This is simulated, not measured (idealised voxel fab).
process module | voxel fin reveal
cross-section cut | 265 nm wide | cells 5 nm
A cross-section is a grid of square cells, given in bands from the top down. A band is one or more rows of cells.
Each band's line starts with the height of the band's top and of its bottom, in nm. Then come its materials from left to right, each with its width in nm. One material with "throughout" fills the band from edge to edge. "air" is empty space.
Height 0 is the level under which the wafer as received is all one material. The lowest band goes on downwards, as in "0 down".
A width such as "30 to 40" changes by the same amount from each row of cells to the next, from the band's top row to its bottom row.
"no change" after a step means that no cell of the cross-section changed.
closed voids: empty space of 8 cells or more with no open way to the top, each as width x height at its distance from the left edge, in nm
after a step's settings: what the simulator itself notes on the step
overlay nm, on a step with a mask: how far to the right of its planned place the mask lay; to the left if negative
plan
1 op RECEIVE | material Si
2 op CONFORMAL_DEP | material SiN | thk nm 10
3 op DIRECTIONAL_DEP | material aC | thk nm 15
4 op PATTERN | tone cover | mask id FINS | material resist | width nm 15 | pitch nm 40 | thk nm 35 | overlay nm 0
5 op DIRECTIONAL_ETCH | etch materials aC | depth nm 15
6 op STRIP | etch materials resist
7 op DIRECTIONAL_ETCH | etch materials SiN | depth nm 10
8 op DIRECTIONAL_ETCH | etch materials Si | depth nm 30
9 op STRIP | etch materials aC
10 op OXIDIZE | depth nm 5
11 op FILL_DEP | material SiO2 | thk nm 10
12 op CMP | height nm 10
13 op SELECTIVE_ETCH | etch materials SiO2 | depth nm 30
14 op STRIP | etch materials SiN
15 op CONFORMAL_DEP | material SiO2 | thk nm 5
as received, after step 1
  0 down: Si throughout
  closed voids: none
first wafer at the end, as planned
  5 to 0: air 85 | SiO2 15 | air 25 | SiO2 15 | air 25 | SiO2 15 | air 85
  0 to -15: air 85 | SiO2 5 | Si 5 | SiO2 5 | air 25 | SiO2 5 | Si 5 | SiO2 5 | air 25 | SiO2 5 | Si 5 | SiO2 5 | air 85
  -15 to -35: SiO2 90 | Si 5 | SiO2 35 | Si 5 | SiO2 35 | Si 5 | SiO2 90
  -35 down: Si throughout
  closed voids: none
second wafer at the end: like start, like plan, one mistake
  5 to 0: air 85 | SiO2 15 | air 25 | SiO2 15 | air 25 | SiO2 15 | air 85
  0 to -15: air 85 | SiO2 5 | Si 5 | SiO2 5 | air 25 | SiO2 5 | Si 5 | SiO2 5 | air 25 | SiO2 5 | Si 5 | SiO2 5 | air 85
  -15 to -25: SiO2 60 | air 25 | SiO2 5 | Si 5 | SiO2 5 | air 25 | SiO2 5 | Si 5 | SiO2 5 | air 25 | SiO2 5 | Si 5 | SiO2 5 | air 25 | SiO2 60
  -25 to -35: SiO2 90 | Si 5 | SiO2 35 | Si 5 | SiO2 35 | Si 5 | SiO2 90
  -35 down: Si throughout
  closed voids: none
what went wrong: steps 13 and 14 were swapped
at the end the second wafer has, in cells: 40 fewer of SiO2
